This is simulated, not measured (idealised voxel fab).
process module | voxel trench capacitor
cross-section cut | 245 nm wide | cells 5 nm
A cross-section is a grid of square cells, given in bands from the top down. A band is one or more rows of cells.
Each band's line starts with the height of the band's top and of its bottom, in nm. Then come its materials from left to right, each with its width in nm. One material with "throughout" fills the band from edge to edge. "air" is empty space.
Height 0 is the level under which the wafer as received is all one material. The lowest band goes on downwards, as in "0 down".
A width such as "30 to 40" changes by the same amount from each row of cells to the next, from the band's top row to its bottom row.
"no change" after a step means that no cell of the cross-section changed.
closed voids: empty space of 8 cells or more with no open way to the top, each as width x height at its distance from the left edge, in nm
after a step's settings: what the simulator itself notes on the step
overlay nm, on a step with a mask: how far to the right of its planned place the mask lay; to the left if negative
plan
1 op RECEIVE | material Si
2 op CONFORMAL_DEP | material SiN | thk nm 10
3 op MASKED_ETCH | tone open | mask id TRENCH | width nm 15 | pitch nm 30 | etch materials SiN | depth nm 10 | overlay nm 0
4 op MASKED_ETCH | tone open | mask id TRENCH | width nm 15 | pitch nm 30 | etch materials Si | depth nm 30 | overlay nm 0
5 op CONFORMAL_DEP | material Al2O3 | thk nm 5
6 op FILL_DEP | material polySi | thk nm 5
7 op CMP | height nm 10
as received, after step 1
  0 down: Si throughout
  closed voids: none
a wafer at the end: this start, this plan, one mistake
  10 to 5: SiN 60 | Al2O3 5 | polySi 5 | Al2O3 5 | SiN 15 | Al2O3 5 | polySi 5 | Al2O3 5 | SiN 15 | Al2O3 5 | polySi 5 | Al2O3 5 | SiN 15 | Al2O3 5 | polySi 5 | Al2O3 5 | SiN 80
  5 to 0: SiN 60 | Al2O3 15 | SiN 15 | Al2O3 15 | SiN 15 | Al2O3 15 | SiN 15 | Al2O3 15 | SiN 80
  0 to -30: Si 70 | Al2O3 5 | Si 25 | Al2O3 5 | Si 25 | Al2O3 5 | Si 25 | Al2O3 5 | Si 80
  -30 down: Si throughout
  closed voids: none
what went wrong: step 3 ran as: op MASKED_ETCH | tone open | mask id TRENCH | width nm 15 | pitch nm 30 | etch materials SiN | depth nm 10 | overlay nm -10
